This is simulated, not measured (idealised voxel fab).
voxel capacitor over wiring: a process module
The cross-section shown here is cut; it is 240 nm wide and divided into square cells measuring 5 nm on a side.
Notation: cross-section as square-cell grid; stated in bands, top first, going down; one or more cell rows per band. It is stipulated that each band's entry specify, in nanometres, the height of the top of the band and then that of its bottom, followed by the materials of the band in left-to-right sequence, each together with its width in nanometres. A single material marked by the word "everywhere" is understood to fill the band from edge to edge; the word "empty" is understood to denote empty space. A quick word on heights: they are counted from 0, and under that level the wafer as it came to us is one material throughout. The lowest band is different from the rest in having no bottom; it simply continues downward, written as in "0 -> down". Per-row width for "30->40": begins at first number (top row of band), ends at second number (bottom row), increment between rows held constant. "same as before" for a step: no cell of the cross-section changed in that step. Closed empty spaces (no open way to the top) of 8 cells or more are what "Voids, enclosed" lists, each as width x height at distance from the left edge, nm for all three. Step line, after settings: the simulator's comment on this step. The line of a step may include "overlay nm". On a step with a mask, this value is how far to the right of its planned place the mask lay. A negative value means the mask lay to the left.

[Process steps - plan]
1. RECEIVE, material Si
2. CONFORMAL_DEP, material SiO2, thk nm 15
3. CONFORMAL_DEP, material SiCN, thk nm 5
4. DIRECTIONAL_DEP, material lowk, thk nm 15
5. PATTERN, tone open, mask id METAL_1, material resist, width nm 15, pitch nm 70, thk nm 20, overlay nm 0
6. DIRECTIONAL_ETCH, etch materials lowk, depth nm 15
7. DIRECTIONAL_ETCH, etch materials SiCN, depth nm 5
8. STRIP, etch materials resist
9. CONFORMAL_DEP, material TiN, thk nm 5
10. FILL_DEP, material Cu, thk nm 10
11. CMP, height nm 35
12. CONFORMAL_DEP, material SiCN, thk nm 5
13. DIRECTIONAL_DEP, material lowk, thk nm 15
14. MASKED_ETCH, tone open, mask id PLUG_1, width nm 15, etch materials lowk, depth nm 15, overlay nm 0
15. MASKED_ETCH, tone open, mask id PLUG_1, width nm 15, etch materials SiCN, depth nm 5, overlay nm 0
16. CONFORMAL_DEP, material TiN, thk nm 5
17. FILL_DEP, material Cu, thk nm 10
18. CMP, height nm 55
19. DIRECTIONAL_DEP, material TiN, thk nm 5
20. DIRECTIONAL_DEP, material HfO2, thk nm 5
21. DIRECTIONAL_DEP, material TiN, thk nm 5
22. PATTERN, tone cover, mask id UPPER_PLATE, material resist, width nm 55, thk nm 15, overlay nm 0
23. DIRECTIONAL_ETCH, etch materials TiN, depth nm 5
24. DIRECTIONAL_ETCH, etch materials HfO2, depth nm 5
25. STRIP, etch materials resist
26. DIRECTIONAL_DEP, material aC, thk nm 15
27. PATTERN, tone cover, mask id LOWER_PLATE, material resist, width nm 65, thk nm 30, overlay nm 0
28. DIRECTIONAL_ETCH, etch materials aC, depth nm 15
29. STRIP, etch materials resist
30. DIRECTIONAL_ETCH, etch materials TiN, depth nm 5
31. STRIP, etch materials aC
32. FILL_DEP, material SiO2, thk nm 15
33. CMP, height nm 80
34. MASKED_ETCH, tone open, mask id PLUG_2, width nm 15, etch materials SiO2, depth nm 10, overlay nm 0
35. CONFORMAL_DEP, material TiN, thk nm 5
36. FILL_DEP, material Ru, thk nm 10
37. CMP, height nm 80
38. CONFORMAL_DEP, material SiN, thk nm 5
Heads up: all these wafers start the same, and what changes between them is the width nm in step 5. The value you see in the plan is just what the first wafer got.

[Cross-section of the first of several received wafers, showing its state after step 1]
* 0 -> down | Si everywhere
* Voids, enclosed: none

[Per-wafer rows below. For each material: cells gained (+) or lost (-) since the wafer was received, as of end of module. Then: closed voids]
width nm 15, +9 Cu, +11 HfO2, +1 Ru, +87 SiCN, +48 SiN, +343 SiO2, +56 TiN, +261 lowk, Voids, enclosed: none
width nm 20, +15 Cu, +11 HfO2, +1 Ru, +85 SiCN, +48 SiN, +343 SiO2, +58 TiN, +255 lowk, Voids, enclosed: none
width nm 25, +21 Cu, +11 HfO2, +1 Ru, +83 SiCN, +48 SiN, +343 SiO2, +60 TiN, +249 lowk, Voids, enclosed: none
width nm 30, +27 Cu, +11 HfO2, +1 Ru, +81 SiCN, +48 SiN, +343 SiO2, +62 TiN, +243 lowk, Voids, enclosed: none
width nm 35, +33 Cu, +11 HfO2, +1 Ru, +79 SiCN, +48 SiN, +343 SiO2, +64 TiN, +237 lowk, Voids, enclosed: none
